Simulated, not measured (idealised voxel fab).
process module | voxel self aligned vias
cross-section cut | 205 nm wide | cells 5 nm
A cross-section is a grid of square cells, given in bands from the top down. A band is one or more rows of cells.
Each band's line starts with the height of the band's top and of its bottom, in nm. Then come its materials from left to right, each with its width in nm. One material with "throughout" fills the band from edge to edge. "air" is empty space.
Height 0 is the level under which the wafer as received is all one material. The lowest band goes on downwards, as in "0 down".
A width such as "30 to 40" changes by the same amount from each row of cells to the next, from the band's top row to its bottom row.
"no change" after a step means that no cell of the cross-section changed.
closed voids: empty space of 8 cells or more with no open way to the top, each as width x height at its distance from the left edge, in nm
after a step's settings: what the simulator itself notes on the step
overlay nm, on a step with a mask: how far to the right of its planned place the mask lay; to the left if negative
plan
1 op RECEIVE | material Si
2 op CONFORMAL_DEP | material SiO2 | thk nm 10
3 op CONFORMAL_DEP | material SiCN | thk nm 5
4 op DIRECTIONAL_DEP | material lowk | thk nm 20
5 op PATTERN | tone open | mask id LINES | material resist | width nm 25 | pitch nm 65 | thk nm 20 | overlay nm 0
6 op DIRECTIONAL_ETCH | etch materials lowk | depth nm 20
7 op STRIP | etch materials resist
8 op CONFORMAL_DEP | material TiN | thk nm 5
9 op FILL_DEP | material Ru | thk nm 5
10 op CMP | height nm 35
11 op SELECTIVE_ETCH | etch materials W Ru TiN | depth nm 10
12 op FILL_DEP | material SiN | thk nm 5
13 op CMP | height nm 35
14 op DIRECTIONAL_DEP | material lowk | thk nm 15
15 op DIRECTIONAL_DEP | material aC | thk nm 10
16 op PATTERN | tone open | mask id VIAS | material resist | width nm 45 | thk nm 25 | overlay nm 0
17 op DIRECTIONAL_ETCH | etch materials aC | depth nm 10
18 op STRIP | etch materials resist
19 op DIRECTIONAL_ETCH | etch materials lowk | depth nm 15
20 op DIRECTIONAL_ETCH | etch materials SiN | depth nm 10
21 op STRIP | etch materials aC
22 op CONFORMAL_DEP | material TiN | thk nm 5
23 op FILL_DEP | material Cu | thk nm 5
24 op CMP | height nm 50
25 op CONFORMAL_DEP | material SiN | thk nm 5
as received, after step 1
  0 down: Si throughout
  closed voids: none
a wafer at the end: this start, this plan, one mistake
  55 to 50: SiN throughout
  50 to 40: lowk 45 | TiN 5 | SiN 35 | TiN 5 | lowk 115
  40 to 35: lowk 45 | TiN 15 | SiN 15 | TiN 15 | lowk 115
  35 to 30: lowk 55 | TiN 5 | SiN 15 | TiN 5 | lowk 40 | SiN 25 | lowk 60
  30 to 25: lowk 55 | TiN 25 | lowk 40 | SiN 25 | lowk 60
  25 to 20: lowk 55 | TiN 5 | Ru 15 | TiN 5 | lowk 40 | TiN 5 | Ru 15 | TiN 5 | lowk 60
  20 to 15: lowk 55 | TiN 25 | lowk 40 | TiN 25 | lowk 60
  15 to 10: SiCN throughout
  10 to 0: SiO2 throughout
  0 down: Si throughout
  closed voids: none
what went wrong: step 23 ran as: op FILL_DEP | material SiN | thk nm 5
